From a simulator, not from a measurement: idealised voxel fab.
A process module follows: voxel transistor to metal.
FYI the section here is cut, 200 nm wide, cells are 5 nm squares.
When this document writes out a cross-section, it uses a grid of square cells and lists it as bands, beginning at the top and moving down, with a band standing for one or more rows of cells.
It is stipulated that each band's entry specify, in nanometres, the height of the top of the band and then that of its bottom, followed by the materials of the band in left-to-right sequence, each together with its width in nanometres. A single material marked by the word "edge to edge" is understood to fill the band from edge to edge; the word "empty" is understood to denote empty space.
Convention: height 0 is the level below which the wafer, as received, is all one material. The lowest band does not terminate at the bottom but continues downward, represented as "z 0 and below".
Note: "30->40" means the width goes from the first number (top row of the band) to the second number (bottom row) in equal steps per row of cells.
Step marked "no modification"? Then no cell in the cross-section changed in it.
Closed empty spaces (no open way to the top) of 8 cells or more are what "Non-vented voids" lists, each as width x height at distance from the left edge, nm for all three.
Where a step's line continues beyond its settings, the continuation is a remark by the simulator itself on that step.
overlay nm: on a step with a mask, how far right of its planned place the mask lay; negative means left.

Listed below are the process steps as planned
1) RECEIVE [material Si]
2) CONFORMAL_DEP [material SiO2] [thk nm 5]
3) CONFORMAL_DEP [material SiN] [thk nm 10]
4) PATTERN [tone cover] [mask id ACTIVE] [material resist] [width nm 120] [thk nm 15] [overlay nm 0]
5) DIRECTIONAL_ETCH [etch materials SiN] [depth nm 10]
6) DIRECTIONAL_ETCH [etch materials SiO2] [depth nm 5]
7) DIRECTIONAL_ETCH [etch materials Si] [depth nm 20]
8) STRIP [etch materials resist]
9) OXIDIZE [depth nm 5]
10) FILL_DEP [material SiO2] [thk nm 10]
11) CMP [height nm 15]
12) SELECTIVE_ETCH [etch materials SiO2] [depth nm 10]
13) STRIP [etch materials SiN]
14) SELECTIVE_ETCH [etch materials SiO2] [depth nm 5]
15) OXIDIZE [depth nm 5]
16) DIRECTIONAL_DEP [material polySi] [thk nm 30]
17) DIRECTIONAL_DEP [material SiCN] [thk nm 15]
18) DIRECTIONAL_DEP [material aC] [thk nm 15]
19) PATTERN [tone cover] [mask id GATE] [material resist] [width nm 20] [thk nm 35] [overlay nm 0]
20) DIRECTIONAL_ETCH [etch materials aC] [depth nm 15]
21) STRIP [etch materials resist]
22) DIRECTIONAL_ETCH [etch materials SiCN] [depth nm 25]
23) DIRECTIONAL_ETCH [etch materials polySi] [depth nm 40]
24) STRIP [etch materials aC]
25) CONFORMAL_DEP [material SiO2] [thk nm 5]
26) DIRECTIONAL_ETCH [etch materials SiO2] [depth nm 5]
27) CONFORMAL_DEP [material SiN] [thk nm 5]
28) DIRECTIONAL_ETCH [etch materials SiN] [depth nm 5]
29) DIRECTIONAL_ETCH [etch materials SiO2] [depth nm 5]
30) DIRECTIONAL_ETCH [etch materials Si] [depth nm 5]
31) EPI [material nSi] [thk nm 5]
32) FILL_DEP [material SiO2] [thk nm 5]
33) CMP [height nm 45]
34) DIRECTIONAL_DEP [material SiO2] [thk nm 15]
35) DIRECTIONAL_DEP [material aC] [thk nm 15]
36) PATTERN [tone open] [mask id CONTACT] [material resist] [width nm 20] [pitch nm 80] [thk nm 30] [overlay nm 0]
37) DIRECTIONAL_ETCH [etch materials aC] [depth nm 15]
38) STRIP [etch materials resist]
39) DIRECTIONAL_ETCH [etch materials SiO2] [depth nm 65]
40) STRIP [etch materials aC]
41) CONFORMAL_DEP [material TiN] [thk nm 5]
42) FILL_DEP [material W] [thk nm 10]
43) CMP [height nm 60]
44) DIRECTIONAL_DEP [material TiN] [thk nm 5]
45) DIRECTIONAL_DEP [material Ru] [thk nm 20]
46) PATTERN [tone cover] [mask id METAL_1] [material resist] [width nm 20] [pitch nm 80] [thk nm 20] [overlay nm 0]
47) DIRECTIONAL_ETCH [etch materials Ru] [depth nm 20]
48) DIRECTIONAL_ETCH [etch materials TiN] [depth nm 5]
49) STRIP [etch materials resist]
50) FILL_DEP [material lowk] [thk nm 10]
51) CMP [height nm 85]
52) CONFORMAL_DEP [material SiCN] [thk nm 5]

Incoming wafer in cross-section (state: after step 1)
	z 0 and below = Si edge to edge
	Non-vented voids: none

Here's the cross-section of the first of our two wafers at the end of the module - it ran as planned
	z 90 to 85 = SiCN edge to edge
	z 85 to 65 = lowk (50)  Ru (20)  lowk (60)  Ru (20)  lowk (50)
	z 65 to 60 = lowk (50)  TiN (20)  lowk (60)  TiN (20)  lowk (50)
	z 60 to 45 = SiO2 (50)  TiN (5)  W (10)  TiN (5)  SiO2 (60)  TiN (5)  W (10)  TiN (5)  SiO2 (50)
	z 45 to 30 = SiO2 (50)  TiN (5)  W (10)  TiN (5)  SiO2 (10)  SiN (5)  SiO2 (5)  SiCN (20)  SiO2 (5)  SiN (5)  SiO2 (10)  TiN (5)  W (10)  TiN (5)  SiO2 (50)
	z 30 to 0 = SiO2 (50)  TiN (5)  W (10)  TiN (5)  SiO2 (10)  SiN (5)  SiO2 (5)  polySi (20)  SiO2 (5)  SiN (5)  SiO2 (10)  TiN (5)  W (10)  TiN (5)  SiO2 (50)
	z 0 to -5 = SiO2 (50)  TiN (20)  SiO2 (5)  nSi (5)  SiO2 (40)  nSi (5)  SiO2 (5)  TiN (20)  SiO2 (50)
	z -5 to -10 = SiO2 (45)  nSi (35)  Si (40)  nSi (35)  SiO2 (45)
	z -10 to -25 = SiO2 (45)  Si (110)  SiO2 (45)
	z -25 and below = Si edge to edge
	Non-vented voids: none

Wafer two (of two), end-of-module cross-section: start = wafer one, plan = wafer one, one run mistake
	z 90 to 85 = SiCN edge to edge
	z 85 to 80 = lowk (50)  Ru (20)  lowk (60)  Ru (20)  lowk (50)
	z 80 to 75 = lowk (50)  TiN (20)  lowk (60)  TiN (20)  lowk (50)
	z 75 to 65 = W edge to edge
	z 65 to 60 = TiN (55)  W (10)  TiN (70)  W (10)  TiN (55)
	z 60 to 45 = SiO2 (50)  TiN (5)  W (10)  TiN (5)  SiO2 (60)  TiN (5)  W (10)  TiN (5)  SiO2 (50)
	z 45 to 30 = SiO2 (50)  TiN (5)  W (10)  TiN (5)  SiO2 (10)  SiN (5)  SiO2 (5)  SiCN (20)  SiO2 (5)  SiN (5)  SiO2 (10)  TiN (5)  W (10)  TiN (5)  SiO2 (50)
	z 30 to 0 = SiO2 (50)  TiN (5)  W (10)  TiN (5)  SiO2 (10)  SiN (5)  SiO2 (5)  polySi (20)  SiO2 (5)  SiN (5)  SiO2 (10)  TiN (5)  W (10)  TiN (5)  SiO2 (50)
	z 0 to -5 = SiO2 (50)  TiN (20)  SiO2 (5)  nSi (5)  SiO2 (40)  nSi (5)  SiO2 (5)  TiN (20)  SiO2 (50)
	z -5 to -10 = SiO2 (45)  nSi (35)  Si (40)  nSi (35)  SiO2 (45)
	z -10 to -25 = SiO2 (45)  Si (110)  SiO2 (45)
	z -25 and below = Si edge to edge
	Non-vented voids: none
Misprocessing identified: the plan's step 43 was left out and never carried out
The closing comparison, in cells, has the second wafer with more or fewer of some materials than the first: Ru -24 | TiN +36 | W +84 | lowk -96
